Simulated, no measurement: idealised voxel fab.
The name of this process module is voxel local oxidation.
The width of the displayed cross-section, cut, is 250 nm; its cells are square, with a size of 5 nm.
Throughout this document, each cross-section is represented as a grid of square cells and is presented as a sequence of bands enumerated from the top downward, where a band comprises one or more rows of cells.
Heights first: top, then bottom, in nm. Then materials, left to right, each with a width in nm. "edge to edge" on a single material: fills the band edge to edge. "empty": empty space.
We count height from 0. Below that, the starting wafer is all one material. The lowest band never ends at the bottom but goes on down; see "0 -> down" for how that is written.
Think of "30 to 40" as a width that walks from the first number to the second as you go down the band, top row to bottom row, taking equal-sized steps from row to row.
It should be understood that the words "same as before", when stated for a given step, signify that the cross-section underwent no change in any of its cells during that step.
"Unvented internal voids" enumerates empty spaces isolated from the top, with no open way to it, that contain at least 8 cells, giving each as width x height at distance from the left edge, all three in nm.
Heads up: the bit after the settings on a step's line is the simulator's remark on that step.
overlay nm: on a step with a mask, how far right of its planned place the mask lay; negative means left.

## Planned process steps
1 RECEIVE,material Si
2 OXIDIZE,depth nm 5
3 CONFORMAL_DEP,material SiN,thk nm 10
4 DIRECTIONAL_DEP,material aC,thk nm 10
5 PATTERN,tone cover,mask id ACTIVE,material resist,width nm 90,thk nm 25,overlay nm 0
6 DIRECTIONAL_ETCH,etch materials aC,depth nm 10
7 STRIP,etch materials resist
8 DIRECTIONAL_ETCH,etch materials SiN,depth nm 10
9 STRIP,etch materials aC
10 SELECTIVE_ETCH,etch materials SiO2,depth nm 5
11 OXIDIZE,depth nm 10
12 STRIP,etch materials SiN

## Cross-section, incoming material, after step 1
  0 -> down | Si edge to edge
  Unvented internal voids: none

## The following cross-section depicts the wafer upon conclusion of the module. Processing commenced from the starting condition illustrated above and adhered to the plan illustrated above, save for one mistake in execution
  0 -> -5 | SiO2: 75 / empty: 100 / SiO2: 75
  -5 -> -15 | Si: 65 / SiO2: 120 / Si: 65
  -15 -> down | Si edge to edge
  Unvented internal voids: none
Which mistake was made when the wafer was run? planned and actual differ for step 5; actual: PATTERN,tone open,mask id ACTIVE,material resist,width nm 90,thk nm 25,overlay nm 0
